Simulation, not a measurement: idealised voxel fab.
Proc. module: voxel ribs on slabs
For reference, the cross-section in this document is cut, with width 230 nm and square cells of 5 nm.
Throughout this document, each cross-section is represented as a grid of square cells and is presented as a sequence of bands enumerated from the top downward, where a band comprises one or more rows of cells.
Band: top height; bottom height; in nm. Then, left to right: material with width in nm, for each material. "edge to edge": a single material spanning edge to edge. "empty": empty space.
Below 0: as-received wafer, all one material; heights counted from there. Lowest band: no bottom, goes on down, written "z 0 and below".
The width entry "30->40" should be interpreted row by row: the top row of cells in the band takes the first number, the bottom row takes the second number, and the change between adjacent rows is uniform throughout.
Where a step carries "remains unaltered", the cross-section came out of it unchanged, cell for cell.
Look at "Trapped void list" for the closed voids: empty spaces with no open path to the top, sized 8 cells or up. Each is width x height at distance, distance from the left edge, all nm.
Step line, after settings: the simulator's comment on this step.
Among the settings permitted on a step's line is "overlay nm"; applied to a step with a mask, it specifies the extent to which the mask lay to the right of its planned position, whereas a negative figure signifies a position to the left.
-- So here's the lineup of process steps we planned
- 1: RECEIVE, material Si
- 2: DIRECTIONAL_DEP, material SiO2, thk nm 25
- 3: DIRECTIONAL_DEP, material polySi, thk nm 15
- 4: PATTERN, tone cover, mask id RIB, material resist, width nm 25, thk nm 15, overlay nm 0
- 5: DIRECTIONAL_ETCH, etch materials polySi, depth nm 10
- 6: STRIP, etch materials resist
- 7: DIRECTIONAL_DEP, material aC, thk nm 15
- 8: PATTERN, tone cover, mask id SLAB, material resist, width nm 85, thk nm 30, overlay nm 0
- 9: DIRECTIONAL_ETCH, etch materials aC, depth nm 15
- 10: STRIP, etch materials resist
- 11: DIRECTIONAL_ETCH, etch materials polySi, depth nm 5
- 12: STRIP, etch materials aC
- 13: FILL_DEP, material SiO2, thk nm 20
- 14: CMP, height nm 50
- 15: DIRECTIONAL_DEP, material TiN, thk nm 10
- 16: PATTERN, tone cover, mask id HEATER, material resist, width nm 35, thk nm 15, overlay nm 0
- 17: DIRECTIONAL_ETCH, etch materials TiN, depth nm 10
- 18: STRIP, etch materials resist
- 19: CONFORMAL_DEP, material SiN, thk nm 10
-- First wafer, two in total, run as planned
-- Wafer as received: cross-section following step 1
	z 0 and below = Si edge to edge
	Trapped void list: none
-- Cross-section of the wafer subsequent to step 2
	z 25 to 0 = SiO2 edge to edge
	For the remainder of the cross-section, below 0, there is no change.
-- Cross-section of the wafer subsequent to step 3
	z 40 to 25 = polySi edge to edge
	For the remainder of the cross-section, below 25, there is no change.
-- Cross-section of the wafer subsequent to step 4
	z 55 to 40 = empty=100; resist=25; empty=105
	For the remainder of the cross-section, below 40, there is no change.
-- Cross-section of the wafer subsequent to step 5
	z 55 to 40 = empty=100; resist=25; empty=105
	z 40 to 30 = empty=100; polySi=25; empty=105
	For the remainder of the cross-section, below 30, there is no change.
-- Cross-section of the wafer subsequent to step 6
	z 40 to 30 = empty=100; polySi=25; empty=105
	For the remainder of the cross-section, below 30, there is no change.
-- Cross-section of the wafer subsequent to step 7
	z 55 to 45 = empty=100; aC=25; empty=105
	z 45 to 40 = aC edge to edge
	z 40 to 30 = aC=100; polySi=25; aC=105
	For the remainder of the cross-section, below 30, there is no change.
-- Cross-section of the wafer subsequent to step 8
	z 85 to 55 = empty=70; resist=85; empty=75
	z 55 to 45 = empty=70; resist=30; aC=25; resist=30; empty=75
	For the remainder of the cross-section, below 45, there is no change.
-- Cross-section of the wafer subsequent to step 9
	z 70 to 55 = empty=70; resist=85; empty=75
	z 55 to 45 = empty=70; resist=30; aC=25; resist=30; empty=75
	z 45 to 40 = empty=70; aC=85; empty=75
	z 40 to 30 = empty=70; aC=30; polySi=25; aC=30; empty=75
	For the remainder of the cross-section, below 30, there is no change.
-- Cross-section of the wafer subsequent to step 10
	z 55 to 45 = empty=100; aC=25; empty=105
	For the remainder of the cross-section, below 45, there is no change.
-- Cross-section of the wafer subsequent to step 11
	z 55 to 45 = empty=100; aC=25; empty=105
	z 45 to 40 = empty=70; aC=85; empty=75
	z 40 to 30 = empty=70; aC=30; polySi=25; aC=30; empty=75
	z 30 to 25 = empty=70; polySi=85; empty=75
	For the remainder of the cross-section, below 25, there is no change.
-- Cross-section of the wafer subsequent to step 12
	z 40 to 30 = empty=100; polySi=25; empty=105
	For the remainder of the cross-section, below 30, there is no change.
-- Cross-section of the wafer subsequent to step 13
	z 60 to 40 = SiO2 edge to edge
	z 40 to 30 = SiO2=100; polySi=25; SiO2=105
	z 30 to 25 = SiO2=70; polySi=85; SiO2=75
	For the remainder of the cross-section, below 25, there is no change.
-- Cross-section of the wafer subsequent to step 14
	z 50 to 40 = SiO2 edge to edge
	For the remainder of the cross-section, below 40, there is no change.
-- Cross-section of the wafer subsequent to step 15
	z 60 to 50 = TiN edge to edge
	For the remainder of the cross-section, below 50, there is no change.
-- Cross-section of the wafer subsequent to step 16
	z 75 to 60 = empty=95; resist=35; empty=100
	For the remainder of the cross-section, below 60, there is no change.
-- Cross-section of the wafer subsequent to step 17
	z 75 to 60 = empty=95; resist=35; empty=100
	z 60 to 50 = empty=95; TiN=35; empty=100
	For the remainder of the cross-section, below 50, there is no change.
-- Cross-section of the wafer subsequent to step 18
	z 60 to 50 = empty=95; TiN=35; empty=100
	For the remainder of the cross-section, below 50, there is no change.
-- Cross-section of the wafer subsequent to step 19
	z 70 to 60 = empty=85; SiN=55; empty=90
	z 60 to 50 = SiN=95; TiN=35; SiN=100
	For the remainder of the cross-section, below 50, there is no change.
-- The second wafer: identical to the first at the outset and in its planned sequence, differing only in that one mistake was made during processing; up to and including step 15, its path is the first wafer's path
-- Second wafer, cut view, end of step 16 per plan
	z 75 to 60 = resist=95; empty=35; resist=100
	For the remainder of the cross-section, below 60, there is no change.
-- Second wafer, cut view, end of step 17 per plan
	z 75 to 60 = resist=95; empty=35; resist=100
	z 60 to 50 = TiN=95; empty=35; TiN=100
	For the remainder of the cross-section, below 50, there is no change.
-- Second wafer, cut view, end of step 18 per plan
	z 60 to 50 = TiN=95; empty=35; TiN=100
	For the remainder of the cross-section, below 50, there is no change.
-- Second wafer, cut view, end of step 19 per plan
	z 70 to 60 = SiN=105; empty=15; SiN=110
	z 60 to 50 = TiN=95; SiN=35; TiN=100
	For the remainder of the cross-section, below 50, there is no change.
Against the plan, the run slipped here: step 16 went in with a setting other than planned; the actual run was PATTERN, tone open, mask id HEATER, material resist, width nm 35, thk nm 15, overlay nm 0
Looking at both finished wafers in cells, the second ends up ahead of or behind the first on some materials: 64 more of TiN
